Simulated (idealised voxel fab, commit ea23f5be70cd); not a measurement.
Presented below is a process module, voxel ribs on slabs.
Section shown: cut. Width: 285 nm. Cell size: 5 nm, square.
Heads up, the way a cross-section reads in here is a grid of square cells, handed over as bands from the top down, with every band being one or more rows of cells.
Each band's line starts with the height of the band's top and of its bottom, in nm. Then come its materials from left to right, each with its width in nm. One material with "full width" fills the band from edge to edge. "blank" is empty space.
We count height from 0. Below that, the starting wafer is all one material. The lowest band never ends at the bottom but goes on down; see "0 down" for how that is written.
When a width is written as two numbers, as in "30..40", the first number is the width in the top row of cells of the band and the second is the width in its bottom row, and the width changes by the same amount from each row to the next.
Where the words "all unchanged" appear for a step, the cross-section shows no cell changed by that step; every cell remained as before.
"Trapped void list" - sealed voids, min. 8 cells, no opening to top; format: width x height at distance (distance from left edge; nm throughout).
Read whatever lies past the settings on a step's line as the simulator's own remark about the step.
overlay nm: right-of-plan distance of the mask on a masked step; negative values mean left-of-plan.

Steps planned for the process:
1) RECEIVE,material Si
2) DIRECTIONAL_DEP,material SiO2,thk nm 30
3) DIRECTIONAL_DEP,material SiN,thk nm 15
4) DIRECTIONAL_DEP,material aC,thk nm 10
5) PATTERN,tone cover,mask id RIB,material resist,width nm 15,thk nm 25,overlay nm 0
6) DIRECTIONAL_ETCH,etch materials aC,depth nm 10
7) STRIP,etch materials resist
8) DIRECTIONAL_ETCH,etch materials SiN,depth nm 10
9) STRIP,etch materials aC
10) PATTERN,tone cover,mask id SLAB,material resist,width nm 45,thk nm 15,overlay nm 0
11) DIRECTIONAL_ETCH,etch materials SiN,depth nm 5
12) STRIP,etch materials resist
13) FILL_DEP,material SiO2,thk nm 25
14) CMP,height nm 65
15) DIRECTIONAL_DEP,material W,thk nm 5
16) MASKED_ETCH,tone cover,mask id HEATER,width nm 15,etch materials W,depth nm 5,overlay nm 0
17) CONFORMAL_DEP,material SiO2,thk nm 5
The value of width nm given for step 16 in the plan refers to the first wafer; the wafers vary in this setting and are alike at the start.

Cross-section of the first of several wafers on receipt, reflecting completion of step 1:
> 0 down = Si full width
> Trapped void list: none

Note: the following table is arranged by wafer, a row apiece. Each row reports the end-of-module state: per material, cells gained (+) or cells lost (-) compared with the wafer as received; closed voids follow:
width nm 15, +15 SiN, +785 SiO2, +3 W, Trapped void list: none
width nm 20, +15 SiN, +785 SiO2, +4 W, Trapped void list: none
width nm 25, +15 SiN, +785 SiO2, +5 W, Trapped void list: none
width nm 30, +15 SiN, +785 SiO2, +6 W, Trapped void list: none
width nm 35, +15 SiN, +785 SiO2, +7 W, Trapped void list: none
width nm 40, +15 SiN, +785 SiO2, +8 W, Trapped void list: none
